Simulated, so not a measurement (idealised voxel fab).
Process module name: voxel self aligned contacts
FYI the section here is cut, 225 nm wide, cells are 5 nm squares.
If you're reading a cross-section in this doc, picture square cells in a grid; it comes to you as bands, top ones listed first down to the bottom, and a band can be one or more rows of cells. Read a band's entry like this: the first values are the height of its top and the height of its bottom in nm, and what follows is the sequence of materials from left to right, each with its width in nm. Note that "air" is empty space, and that a single material marked "full width" reaches across the band from edge to edge. Beneath 0, the wafer as received is one material, and that level is where height counting begins. The lowest band goes on downward without a bottom; it is written like "0 down". Top row gets the first number, bottom row gets the second, and each row in between changes by the same step: that is how a band width like "30->40" works. "nothing changed" -> step changed no cross-section cell. So "Tabulated closed voids" is basically the list of trapped voids: any empty space of 8 cells or more that can't reach the top through an opening. They're written width x height at distance, the distance being from the left edge, and it's all nm. Text after the settings on a step's line: the simulator's own remark on that step. When a step includes a mask, the "overlay nm" setting on its line states how far to the right of its planned place that mask lay, and negative values state how far to the left.

plan:
1) op RECEIVE | material Si
2) op CONFORMAL_DEP | material SiO2 | thk nm 5
3) op DIRECTIONAL_DEP | material polySi | thk nm 25
4) op DIRECTIONAL_DEP | material SiN | thk nm 20
5) op MASKED_ETCH | tone cover | mask id GATE | width nm 30 | pitch nm 70 | etch materials SiN | depth nm 20 | overlay nm 0
6) op MASKED_ETCH | tone cover | mask id GATE | width nm 30 | pitch nm 70 | etch materials polySi | depth nm 25 | overlay nm 0
7) op CONFORMAL_DEP | material SiN | thk nm 10
8) op DIRECTIONAL_ETCH | etch materials SiN | depth nm 10
9) op FILL_DEP | material SiO2 | thk nm 10
10) op CMP | height nm 55
11) op PATTERN | tone open | mask id CONTACT | material resist | width nm 50 | thk nm 20 | overlay nm 0
12) op DIRECTIONAL_ETCH | etch materials SiO2 | depth nm 55
13) op STRIP | etch materials resist
14) op CONFORMAL_DEP | material TiN | thk nm 5
15) op FILL_DEP | material Ru | thk nm 10
16) op CMP | height nm 55
17) op CONFORMAL_DEP | material SiCN | thk nm 5

Shown in cross-section is the wafer as received, that is, as it stands after step 1:
	0 down  Si full width
	Tabulated closed voids: none

Post-module cross-section: identical start and plan to those above, one misstep in execution:
	60 to 55  SiCN full width
	55 to 50  SiO2 85 nm | TiN 20 nm | Ru 10 nm | TiN 20 nm | SiO2 90 nm
	50 to 30  SiO2 50 nm | SiN 50 nm | TiN 5 nm | Ru 10 nm | TiN 5 nm | SiN 50 nm | SiO2 55 nm
	30 to 10  SiO2 50 nm | SiN 10 nm | polySi 30 nm | SiN 10 nm | TiN 5 nm | Ru 10 nm | TiN 5 nm | SiN 10 nm | polySi 30 nm | SiN 10 nm | SiO2 55 nm
	10 to 5  SiO2 50 nm | SiN 10 nm | polySi 30 nm | SiN 10 nm | TiN 20 nm | SiN 10 nm | polySi 30 nm | SiN 10 nm | SiO2 55 nm
	5 to 0  SiN full width
	0 down  Si full width
	Tabulated closed voids: none
What went wrong in running the wafer? in deviation from the planned setting, step 2 was conducted as op CONFORMAL_DEP | material SiN | thk nm 5
